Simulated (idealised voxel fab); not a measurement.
Title: Process Module voxel double patterning
We display cut, a cross-section 260 nm in width whose square cells are each 5 nm.
In what follows, cross-sections appear as grids of square cells, described through bands that run from the top down, where every band is one or more rows of cells.
Within each band entry, the heights of the top and of the bottom of the band appear first, in that order and in nm; the materials of the band then follow from left to right, each with its corresponding width in nm. The designation "edge to edge" on a single material indicates that it fills the band from edge to edge; the designation "empty" indicates empty space.
Counting heights begins at 0, where everything beneath is, in the wafer as received, one material. The lowest band has no bottom; it goes on downwards, as "0 nm and below" shows.
You'd read "30->40" like this: the band's top row of cells is as wide as the first number, its bottom row is as wide as the second, and going down, every row changes width by the same amount as the row before did.
"same as before" (step): cross-section cells unchanged, all of them.
Reported under the label "Fully sealed voids" are the empty spaces having no open way to the top and comprising 8 cells or more; the notation for each is width x height at distance, in which the distance is measured from the left edge and all three values are in nm.
Where a step's line continues beyond its settings, the continuation is a remark by the simulator itself on that step.
overlay nm: step with mask; distance mask lay right of planned place; negative value = left of planned place.
Pairs follow: section before one process step, section after it down to the lowest changed band, step with settings underneath. Pairs may come from different runs of this module on the same starting wafer; continuity with the pair above only as stated in the "Pre-step profile" entry.

-- Pre-step profile
- 50 nm to 35 nm = 95 resist / 15 empty / 35 resist / 15 empty / 100 resist
- 35 nm to 25 nm = SiCN edge to edge
- 25 nm to 10 nm = SiO2 edge to edge
- 10 nm to 0 nm = aC edge to edge
- 0 nm and below = Si edge to edge
- Fully sealed voids: none

-- Step Outcome
- 50 nm to 35 nm = 95 resist / 15 empty / 35 resist / 15 empty / 100 resist
- 35 nm to 25 nm = 95 SiCN / 15 empty / 35 SiCN / 15 empty / 100 SiCN
- Anything lower than 25 is untouched.
- Fully sealed voids: none
Between the two cross-sections above, the process step reads DIRECTIONAL_ETCH | etch materials SiCN | depth nm 10

Pre-step profile: equal to the after panel directly above.

-- Step Outcome
- 35 nm to 25 nm = 95 SiCN / 15 empty / 35 SiCN / 15 empty / 100 SiCN
- Anything lower than 25 is untouched.
- Fully sealed voids: none
Between the two cross-sections above, the process step reads STRIP | etch materials resist

Pre-step profile: equal to the after panel directly above.

-- Step Outcome
- 50 nm to 40 nm = 95 aC / 15 empty / 35 aC / 15 empty / 100 aC
- 40 nm to 35 nm = aC edge to edge
- 35 nm to 25 nm = 95 SiCN / 15 aC / 35 SiCN / 15 aC / 100 SiCN
- Anything lower than 25 is untouched.
- Fully sealed voids: none
Between the two cross-sections above, the process step reads DIRECTIONAL_DEP | material aC | thk nm 15

Pre-step profile: equal to the after panel directly above.

-- Step Outcome
- 85 nm to 50 nm = 120 resist / 15 empty / 125 resist
- 50 nm to 40 nm = 95 aC / 15 resist / 35 aC / 15 resist / 100 aC
- Anything lower than 40 is untouched.
- Fully sealed voids: none
Between the two cross-sections above, the process step reads PATTERN | tone open | mask id SECOND | material resist | width nm 15 | thk nm 35 | overlay nm 0

Pre-step profile: equal to the after panel directly above.

-- Step Outcome
- 70 nm to 50 nm = 120 resist / 15 empty / 125 resist
- 50 nm to 40 nm = 95 aC / 15 resist / 10 aC / 15 empty / 10 aC / 15 resist / 100 aC
- 40 nm to 35 nm = 120 aC / 15 empty / 125 aC
- Anything lower than 35 is untouched.
- Fully sealed voids: none
Between the two cross-sections above, the process step reads DIRECTIONAL_ETCH | etch materials aC | depth nm 15

Pre-step profile: equal to the after panel directly above.

-- Step Outcome
- 50 nm to 40 nm = 95 aC / 15 empty / 10 aC / 15 empty / 10 aC / 15 empty / 100 aC
- Anything lower than 40 is untouched.
- Fully sealed voids: none
Between the two cross-sections above, the process step reads STRIP | etch materials resist

Pre-step profile: equal to the after panel directly above.

-- Step Outcome
- 50 nm to 40 nm = 95 aC / 15 empty / 10 aC / 15 empty / 10 aC / 15 empty / 100 aC
- 40 nm to 35 nm = 120 aC / 15 empty / 125 aC
- 35 nm to 25 nm = 95 SiCN / 15 aC / 10 SiCN / 15 empty / 10 SiCN / 15 aC / 100 SiCN
- Anything lower than 25 is untouched.
- Fully sealed voids: none
Between the two cross-sections above, the process step reads DIRECTIONAL_ETCH | etch materials SiCN | depth nm 10

Pre-step profile: equal to the after panel directly above.

-- Step Outcome
- 35 nm to 25 nm = 95 SiCN / 15 empty / 10 SiCN / 15 empty / 10 SiCN / 15 empty / 100 SiCN
- Anything lower than 25 is untouched.
- Fully sealed voids: none
Between the two cross-sections above, the process step reads STRIP | etch materials aC

Pre-step profile: equal to the after panel directly above.

-- Step Outcome
- 35 nm to 25 nm = 95 SiCN / 15 empty / 10 SiCN / 15 empty / 10 SiCN / 15 empty / 100 SiCN
- 25 nm to 10 nm = 95 SiO2 / 15 empty / 10 SiO2 / 15 empty / 10 SiO2 / 15 empty / 100 SiO2
- Anything lower than 10 is untouched.
- Fully sealed voids: none
Between the two cross-sections above, the process step reads DIRECTIONAL_ETCH | etch materials SiO2 | depth nm 15

Pre-step profile: equal to the after panel directly above.

-- Step Outcome
- 25 nm to 10 nm = 95 SiO2 / 15 empty / 10 SiO2 / 15 empty / 10 SiO2 / 15 empty / 100 SiO2
- Anything lower than 10 is untouched.
- Fully sealed voids: none
Between the two cross-sections above, the process step reads STRIP | etch materials SiCN

-- Pre-step profile
- 50 nm to 40 nm = 95 aC / 15 empty / 35 aC / 15 empty / 100 aC
- 40 nm to 35 nm = aC edge to edge
- 35 nm to 25 nm = 95 SiCN / 15 aC / 35 SiCN / 15 aC / 100 SiCN
- 25 nm to 10 nm = SiO2 edge to edge
- 10 nm to 0 nm = SiN edge to edge
- 0 nm and below = Si edge to edge
- Fully sealed voids: none

-- Step Outcome
- 85 nm to 50 nm = 120 empty / 15 resist / 125 empty
- Anything lower than 50 is untouched.
- Fully sealed voids: none
Between the two cross-sections above, the process step reads PATTERN | tone cover | mask id SECOND | material resist | width nm 15 | thk nm 35 | overlay nm 0

Pre-step profile: equal to the after panel directly above.

-- Step Outcome
- 70 nm to 50 nm = 120 empty / 15 resist / 125 empty
- 50 nm to 35 nm = 120 empty / 15 aC / 125 empty
- 35 nm to 25 nm = 95 SiCN / 15 empty / 35 SiCN / 15 empty / 100 SiCN
- Anything lower than 25 is untouched.
- Fully sealed voids: none
Between the two cross-sections above, the process step reads DIRECTIONAL_ETCH | etch materials aC | depth nm 15

Pre-step profile: equal to the after panel directly above.

-- Step Outcome
- 50 nm to 35 nm = 120 empty / 15 aC / 125 empty
- Anything lower than 35 is untouched.
- Fully sealed voids: none
Between the two cross-sections above, the process step reads STRIP | etch materials resist

Pre-step profile: equal to the after panel directly above.

-- Step Outcome
- 50 nm to 35 nm = 120 empty / 15 aC / 125 empty
- 35 nm to 25 nm = 120 empty / 15 SiCN / 125 empty
- Anything lower than 25 is untouched.
- Fully sealed voids: none
Between the two cross-sections above, the process step reads DIRECTIONAL_ETCH | etch materials SiCN | depth nm 10

Pre-step profile: equal to the after panel directly above.

-- Step Outcome
- 35 nm to 25 nm = 120 empty / 15 SiCN / 125 empty
- Anything lower than 25 is untouched.
- Fully sealed voids: none
Between the two cross-sections above, the process step reads STRIP | etch materials aC

Pre-step profile: equal to the after panel directly above.

-- Step Outcome
- 35 nm to 25 nm = 120 empty / 15 SiCN / 125 empty
- 25 nm to 10 nm = 120 empty / 15 SiO2 / 125 empty
- Anything lower than 10 is untouched.
- Fully sealed voids: none
Between the two cross-sections above, the process step reads DIRECTIONAL_ETCH | etch materials SiO2 | depth nm 15

Pre-step profile: equal to the after panel directly above.

-- Step Outcome
- 25 nm to 10 nm = 120 empty / 15 SiO2 / 125 empty
- Anything lower than 10 is untouched.
- Fully sealed voids: none
Between the two cross-sections above, the process step reads STRIP | etch materials SiCN
